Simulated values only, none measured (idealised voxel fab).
process module | voxel gate over fins
cross-section cut | 280 nm wide | cells 5 nm
A cross-section is a grid of square cells, given in bands from the top down. A band is one or more rows of cells.
Each band's line starts with the height of the band's top and of its bottom, in nm. Then come its materials from left to right, each with its width in nm. One material with "throughout" fills the band from edge to edge. "air" is empty space.
Height 0 is the level under which the wafer as received is all one material. The lowest band goes on downwards, as in "0 down".
A width such as "30 to 40" changes by the same amount from each row of cells to the next, from the band's top row to its bottom row.
"no change" after a step means that no cell of the cross-section changed.
closed voids: empty space of 8 cells or more with no open way to the top, each as width x height at its distance from the left edge, in nm
after a step's settings: what the simulator itself notes on the step
overlay nm, on a step with a mask: how far to the right of its planned place the mask lay; to the left if negative
plan
1 op RECEIVE | material Si
2 op CONFORMAL_DEP | material SiN | thk nm 10
3 op PATTERN | tone cover | mask id FINS | material resist | width nm 15 | pitch nm 40 | thk nm 20 | overlay nm 0
4 op DIRECTIONAL_ETCH | etch materials SiN | depth nm 10
5 op DIRECTIONAL_ETCH | etch materials Si | depth nm 40
6 op STRIP | etch materials resist
7 op FILL_DEP | material SiO2 | thk nm 15
8 op CMP | height nm 10
9 op SELECTIVE_ETCH | etch materials SiO2 | depth nm 20
10 op STRIP | etch materials SiN
11 op CONFORMAL_DEP | material HfO2 | thk nm 5
12 op CONFORMAL_DEP | material TiN | thk nm 5
13 op FILL_DEP | material W | thk nm 10
14 op CMP | height nm 15
15 op CONFORMAL_DEP | material SiCN | thk nm 10
first wafer, as planned
as received, after step 1
  0 down: Si throughout
  closed voids: none
after step 2
  10 to 0: SiN throughout
  below 0: unchanged
after step 3
  30 to 10: air 110 | resist 15 | air 25 | resist 15 | air 115
  below 10: unchanged
after step 4
  30 to 10: air 110 | resist 15 | air 25 | resist 15 | air 115
  10 to 0: air 110 | SiN 15 | air 25 | SiN 15 | air 115
  below 0: unchanged
after step 5
  30 to 10: air 110 | resist 15 | air 25 | resist 15 | air 115
  10 to 0: air 110 | SiN 15 | air 25 | SiN 15 | air 115
  0 to -40: air 110 | Si 15 | air 25 | Si 15 | air 115
  below -40: unchanged
after step 6
  10 to 0: air 110 | SiN 15 | air 25 | SiN 15 | air 115
  below 0: unchanged
after step 7
  25 to 10: SiO2 throughout
  10 to 0: SiO2 110 | SiN 15 | SiO2 25 | SiN 15 | SiO2 115
  0 to -40: SiO2 110 | Si 15 | SiO2 25 | Si 15 | SiO2 115
  below -40: unchanged
after step 8
  10 to 0: SiO2 110 | SiN 15 | SiO2 25 | SiN 15 | SiO2 115
  below 0: unchanged
after step 9
  10 to 0: air 110 | SiN 15 | air 25 | SiN 15 | air 115
  0 to -10: air 110 | Si 15 | air 25 | Si 15 | air 115
  below -10: unchanged
after step 10
  0 to -10: air 110 | Si 15 | air 25 | Si 15 | air 115
  below -10: unchanged
after step 11
  5 to 0: air 105 | HfO2 25 | air 15 | HfO2 25 | air 110
  0 to -5: air 105 | HfO2 5 | Si 15 | HfO2 5 | air 15 | HfO2 5 | Si 15 | HfO2 5 | air 110
  -5 to -10: HfO2 110 | Si 15 | HfO2 25 | Si 15 | HfO2 115
  below -10: unchanged
after step 12
  10 to 5: air 100 | TiN 35 | air 5 | TiN 35 | air 105
  5 to 0: air 100 | TiN 5 | HfO2 25 | TiN 5 | air 5 | TiN 5 | HfO2 25 | TiN 5 | air 105
  0 to -5: TiN 105 | HfO2 5 | Si 15 | HfO2 5 | TiN 15 | HfO2 5 | Si 15 | HfO2 5 | TiN 110
  below -5: unchanged
after step 13
  20 to 10: W throughout
  10 to 5: W 100 | TiN 35 | W 5 | TiN 35 | W 105
  5 to 0: W 100 | TiN 5 | HfO2 25 | TiN 5 | W 5 | TiN 5 | HfO2 25 | TiN 5 | W 105
  below 0: unchanged
after step 14
  15 to 10: W throughout
  below 10: unchanged
after step 15
  25 to 15: SiCN throughout
  below 15: unchanged
second wafer: like start, like plan, one mistake. Through step 10 it matches the first wafer
when step 11 should have ended: no change
when step 12 should have ended
  5 to 0: air 105 | TiN 25 | air 15 | TiN 25 | air 110
  0 to -5: air 105 | TiN 5 | Si 15 | TiN 5 | air 15 | TiN 5 | Si 15 | TiN 5 | air 110
  -5 to -10: TiN 110 | Si 15 | TiN 25 | Si 15 | TiN 115
  below -10: unchanged
when step 13 should have ended
  15 to 5: W throughout
  5 to 0: W 105 | TiN 25 | W 15 | TiN 25 | W 110
  0 to -5: W 105 | TiN 5 | Si 15 | TiN 5 | W 15 | TiN 5 | Si 15 | TiN 5 | W 110
  below -5: unchanged
when step 14 should have ended: no change
when step 15 should have ended
  25 to 15: SiCN throughout
  below 15: unchanged
what went wrong: step 11 was left out
at the end the second wafer has, in cells: 64 fewer of HfO2 | 64 more of W
